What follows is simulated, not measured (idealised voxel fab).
process module | voxel lift off
cross-section cut | 195 nm wide | cells 5 nm
A cross-section is a grid of square cells, given in bands from the top down. A band is one or more rows of cells.
Each band's line starts with the height of the band's top and of its bottom, in nm. Then come its materials from left to right, each with its width in nm. One material with "throughout" fills the band from edge to edge. "air" is empty space.
Height 0 is the level under which the wafer as received is all one material. The lowest band goes on downwards, as in "0 down".
A width such as "30 to 40" changes by the same amount from each row of cells to the next, from the band's top row to its bottom row.
"no change" after a step means that no cell of the cross-section changed.
closed voids: empty space of 8 cells or more with no open way to the top, each as width x height at its distance from the left edge, in nm
after a step's settings: what the simulator itself notes on the step
overlay nm, on a step with a mask: how far to the right of its planned place the mask lay; to the left if negative
plan
1 op RECEIVE | material Si
2 op CONFORMAL_DEP | material Al2O3 | thk nm 15
3 op PATTERN | tone open | mask id LINES | material resist | width nm 15 | pitch nm 45 | thk nm 30 | overlay nm -5
4 op DIRECTIONAL_DEP | material Ru | thk nm 15
5 op STRIP | etch materials resist
6 op CONFORMAL_DEP | material SiN | thk nm 5
varied across the wafers: overlay nm of step 3. The plan shows the first wafer's value. All wafers start alike
first wafer as received, after step 1
  0 down: Si throughout
  closed voids: none
first wafer at the end, after step 6
  35 to 30: air 10 | SiN 25 | air 20 | SiN 25 | air 20 | SiN 25 | air 20 | SiN 25 | air 25
  30 to 20: air 10 | SiN 5 | Ru 15 | SiN 5 | air 20 | SiN 5 | Ru 15 | SiN 5 | air 20 | SiN 5 | Ru 15 | SiN 5 | air 20 | SiN 5 | Ru 15 | SiN 5 | air 25
  20 to 15: SiN 15 | Ru 15 | SiN 30 | Ru 15 | SiN 30 | Ru 15 | SiN 30 | Ru 15 | SiN 30
  15 to 0: Al2O3 throughout
  0 down: Si throughout
  closed voids: none
last wafer at the end
  35 to 30: air 25 | SiN 25 | air 20 | SiN 25 | air 20 | SiN 25 | air 20 | SiN 25 | air 10
  30 to 20: air 25 | SiN 5 | Ru 15 | SiN 5 | air 20 | SiN 5 | Ru 15 | SiN 5 | air 20 | SiN 5 | Ru 15 | SiN 5 | air 20 | SiN 5 | Ru 15 | SiN 5 | air 10
  20 to 15: SiN 30 | Ru 15 | SiN 30 | Ru 15 | SiN 30 | Ru 15 | SiN 30 | Ru 15 | SiN 15
  15 to 0: Al2O3 throughout
  0 down: Si throughout
  closed voids: none
each wafer at the end: cells of each material gained (+) or lost (-) since it was received, then its closed voids
overlay nm -5 | +117 Al2O3 | +36 Ru | +63 SiN | closed voids: none
overlay nm 0 | +117 Al2O3 | +36 Ru | +63 SiN | closed voids: none
overlay nm 5 | +117 Al2O3 | +36 Ru | +63 SiN | closed voids: none
overlay nm 10 | +117 Al2O3 | +36 Ru | +63 SiN | closed voids: none
